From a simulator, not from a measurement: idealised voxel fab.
Name of the process module below: voxel self aligned vias
Cross-section cut spans 290 nm and uses square cells 5 nm in size.
Think of the cross-section as a grid of square cells. We describe it in bands, top to bottom, and each band covers one or more rows of those cells.
In this notation a band is specified by the heights of its top and bottom, in that order and in nm, after which its materials appear from left to right, each paired with its width in nm. The word "edge to edge" attached to a single material means that material fills the band from edge to edge; the word "blank" stands for empty space.
We count height from 0. Below that, the starting wafer is all one material. The lowest band never ends at the bottom but goes on down; see "0..down" for how that is written.
Graded width ("30..40"): value in top row of band = first number; value in bottom row = second number; row-to-row change constant.
When a step is marked "all unchanged", none of the cells in the cross-section changed during that step.
Empty spaces counting at least 8 cells and having no open way to the top are listed in "Trapped voids". The notation width x height at distance is used for each, the distance being from the left edge and all three values in nm.
On a step's line, text after the settings is the simulator commenting on that step.
overlay nm: for a step with a mask, the amount by which the mask lay right of where it was planned; a negative amount means left of it.

## So here's the lineup of process steps we planned
1: RECEIVE, material Si
2: CONFORMAL_DEP, material SiO2, thk nm 15
3: CONFORMAL_DEP, material SiCN, thk nm 5
4: DIRECTIONAL_DEP, material SiO2, thk nm 20
5: MASKED_ETCH, tone open, mask id LINES, width nm 25, pitch nm 70, etch materials SiO2, depth nm 20, overlay nm 0
6: CONFORMAL_DEP, material TiN, thk nm 5
7: FILL_DEP, material Ru, thk nm 10
8: CMP, height nm 40
9: SELECTIVE_ETCH, etch materials W Ru TiN, depth nm 10
10: FILL_DEP, material SiN, thk nm 5
11: CMP, height nm 40
12: DIRECTIONAL_DEP, material SiO2, thk nm 20
13: PATTERN, tone open, mask id VIAS, material resist, width nm 45, thk nm 20, overlay nm 0
14: DIRECTIONAL_ETCH, etch materials SiO2, depth nm 20
15: DIRECTIONAL_ETCH, etch materials SiN, depth nm 10
16: STRIP, etch materials resist
17: CONFORMAL_DEP, material TiN, thk nm 5
18: FILL_DEP, material W, thk nm 5
19: CMP, height nm 60
20: CONFORMAL_DEP, material SiN, thk nm 5

## Wafer at receipt (post step 1), cross-section
> 0..down: Si edge to edge
> Trapped voids: none

## End-of-module cross-section of the first of two wafers, processed as planned
> 65..60: SiN edge to edge
> 60..45: 85 SiO2  5 TiN  35 W  5 TiN  160 SiO2
> 45..40: 85 SiO2  15 TiN  15 W  15 TiN  160 SiO2
> 40..35: 95 SiO2  5 TiN  15 W  5 TiN  45 SiO2  25 SiN  100 SiO2
> 35..30: 95 SiO2  25 TiN  45 SiO2  25 SiN  100 SiO2
> 30..25: 95 SiO2  5 TiN  15 Ru  5 TiN  45 SiO2  5 TiN  15 Ru  5 TiN  100 SiO2
> 25..20: 95 SiO2  25 TiN  45 SiO2  25 TiN  100 SiO2
> 20..15: SiCN edge to edge
> 15..0: SiO2 edge to edge
> 0..down: Si edge to edge
> Trapped voids: none

## Wafer two (of two), end-of-module cross-section: start = wafer one, plan = wafer one, one run mistake
> 65..60: SiN edge to edge
> 60..40: 85 SiO2  5 TiN  35 W  5 TiN  160 SiO2
> 40..35: 85 SiN  15 TiN  15 W  15 TiN  160 SiN
> 35..30: 95 SiO2  25 TiN  45 SiO2  25 SiN  100 SiO2
> 30..20: 95 SiO2  5 TiN  15 Ru  5 TiN  45 SiO2  5 TiN  15 Ru  5 TiN  100 SiO2
> 20..15: 95 SiO2  25 TiN  45 SiO2  25 TiN  100 SiO2
> 15..0: SiO2 edge to edge
> 0..down: Si edge to edge
> Trapped voids: none
what went wrong: step 3 of the plan: omitted, not performed
Cell-count delta at end, second wafer over first, by material: 6 more of Ru, 58 fewer of SiCN, 44 more of SiN, 4 more of TiN, 4 more of W
